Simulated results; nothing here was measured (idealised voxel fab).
Title: Process Module voxel wiring stack
Displayed cross-section: cut, width of 290 nm, square cells sized 5 nm.
This document writes a cross-section as a grid whose cells are square, and gives it as bands, listed from the top down; one or more rows of cells form a band.
Band entry format. Leading values: height of top, height of bottom, nm. Remainder: materials in left-to-right order, each with its width in nm. Special words: "all across" on a single material, which then fills the band edge to edge; "air", empty space.
Height reference: 0 = level under which incoming wafer is all one material. Lowest band: no bottom, runs on downward, e.g. "0..down".
Per-row width for "30 to 40": begins at first number (top row of band), ends at second number (bottom row), increment between rows held constant.
Where the words "changes: none" appear for a step, the cross-section shows no cell changed by that step; every cell remained as before.
Reported under the label "Sealed-off cavities" are the empty spaces having no open way to the top and comprising 8 cells or more; the notation for each is width x height at distance, in which the distance is measured from the left edge and all three values are in nm.
That trailing text on a step's line, after the settings, is the simulator's own remark on the step.
overlay nm: mask right of planned place by this much (step with mask). Neg. = left.
Read the rest as pairs. Take the cross-section before one process step, then the cross-section after it, which shows only down to the lowest band that changed. Under the pair, find the step between them and its settings. Bear in mind that pairs may come from different runs of this module on the same starting wafer: link a pair to the pair above it only where its entry headed "Incoming structure" says to.

-- Incoming structure
> 80..60  SiO2 105  air 25  SiO2 25  air 25  SiO2 110
> 60..55  SiCN 105  air 25  SiCN 25  air 25  SiCN 110
> 55..35  W 100  TiN 5  SiO2 15  TiN 5  W 25  TiN 5  SiO2 15  TiN 5  W 115
> 35..30  TiN 105  SiCN 15  TiN 35  SiCN 15  TiN 120
> 30..15  lowk 105  TiN 5  Ru 15  TiN 5  lowk 25  TiN 5  Ru 15  TiN 5  lowk 110
> 15..10  SiCN 105  TiN 25  SiCN 25  TiN 25  SiCN 110
> 10..0  SiO2 all across
> 0..down  Si all across
> Sealed-off cavities: none

-- As Processed
> 85..80  TiN 110  air 15  TiN 35  air 15  TiN 115
> 80..60  SiO2 105  TiN 5  air 15  TiN 5  SiO2 25  TiN 5  air 15  TiN 5  SiO2 110
> 60..55  SiCN 105  TiN 25  SiCN 25  TiN 25  SiCN 110
> Under 55: no change, same as before.
> Sealed-off cavities: none
What was done to get from the upper cross-section to the lower one? CONFORMAL_DEP: material TiN, thk nm 5

Incoming structure: The pre-step condition corresponds to the post-step cross-section depicted in the pair directly above.

-- As Processed
> 90..85  Cu all across
> 85..80  TiN 110  Cu 15  TiN 35  Cu 15  TiN 115
> 80..60  SiO2 105  TiN 5  Cu 15  TiN 5  SiO2 25  TiN 5  Cu 15  TiN 5  SiO2 110
> Under 60: no change, same as before.
> Sealed-off cavities: none
What was done to get from the upper cross-section to the lower one? FILL_DEP: material Cu, thk nm 5

Incoming structure: The pre-step condition corresponds to the post-step cross-section depicted in the pair directly above.

-- As Processed
> 80..60  SiO2 105  TiN 5  Cu 15  TiN 5  SiO2 25  TiN 5  Cu 15  TiN 5  SiO2 110
> Under 60: no change, same as before.
> Sealed-off cavities: none
What was done to get from the upper cross-section to the lower one? CMP: height nm 80

Incoming structure: The pre-step condition corresponds to the post-step cross-section depicted in the pair directly above.

-- As Processed
> 85..80  SiCN all across
> Under 80: no change, same as before.
> Sealed-off cavities: none
What was done to get from the upper cross-section to the lower one? CONFORMAL_DEP: material SiCN, thk nm 5
